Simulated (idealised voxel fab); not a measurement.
process module | voxel double patterning
cross-section cut | 200 nm wide | cells 5 nm
A cross-section is a grid of square cells, given in bands from the top down. A band is one or more rows of cells.
Each band's line starts with the height of the band's top and of its bottom, in nm. Then come its materials from left to right, each with its width in nm. One material with "throughout" fills the band from edge to edge. "air" is empty space.
Height 0 is the level under which the wafer as received is all one material. The lowest band goes on downwards, as in "0 down".
A width such as "30 to 40" changes by the same amount from each row of cells to the next, from the band's top row to its bottom row.
"no change" after a step means that no cell of the cross-section changed.
closed voids: empty space of 8 cells or more with no open way to the top, each as width x height at its distance from the left edge, in nm
after a step's settings: what the simulator itself notes on the step
overlay nm, on a step with a mask: how far to the right of its planned place the mask lay; to the left if negative
plan
1 op RECEIVE | material Si
2 op CONFORMAL_DEP | material SiO2 | thk nm 10
3 op DIRECTIONAL_DEP | material TiN | thk nm 15
4 op DIRECTIONAL_DEP | material SiCN | thk nm 10
5 op DIRECTIONAL_DEP | material aC | thk nm 15
6 op PATTERN | tone open | mask id FIRST | material resist | width nm 15 | pitch nm 50 | thk nm 35 | overlay nm 0
7 op DIRECTIONAL_ETCH | etch materials aC | depth nm 15
8 op STRIP | etch materials resist
9 op DIRECTIONAL_ETCH | etch materials SiCN | depth nm 10
10 op STRIP | etch materials aC
11 op PATTERN | tone open | mask id SECOND | material resist | width nm 15 | pitch nm 50 | thk nm 20 | overlay nm 0
12 op DIRECTIONAL_ETCH | etch materials SiCN | depth nm 10
13 op STRIP | etch materials resist
14 op DIRECTIONAL_ETCH | etch materials TiN | depth nm 15
15 op STRIP | etch materials SiCN
as received, after step 1
  0 down: Si throughout
  closed voids: none
first wafer at the end, as planned
  25 to 10: TiN 40 | air 15 | TiN 10 | air 15 | TiN 10 | air 15 | TiN 10 | air 15 | TiN 10 | air 15 | TiN 45
  10 to 0: SiO2 throughout
  0 down: Si throughout
  closed voids: none
second wafer at the end: like start, like plan, one mistake
  25 to 0: SiO2 throughout
  0 down: Si throughout
  closed voids: none
what went wrong: step 3 ran as: op DIRECTIONAL_DEP | material SiO2 | thk nm 15
at the end the second wafer has, in cells: 120 more of SiO2 | 75 fewer of TiN
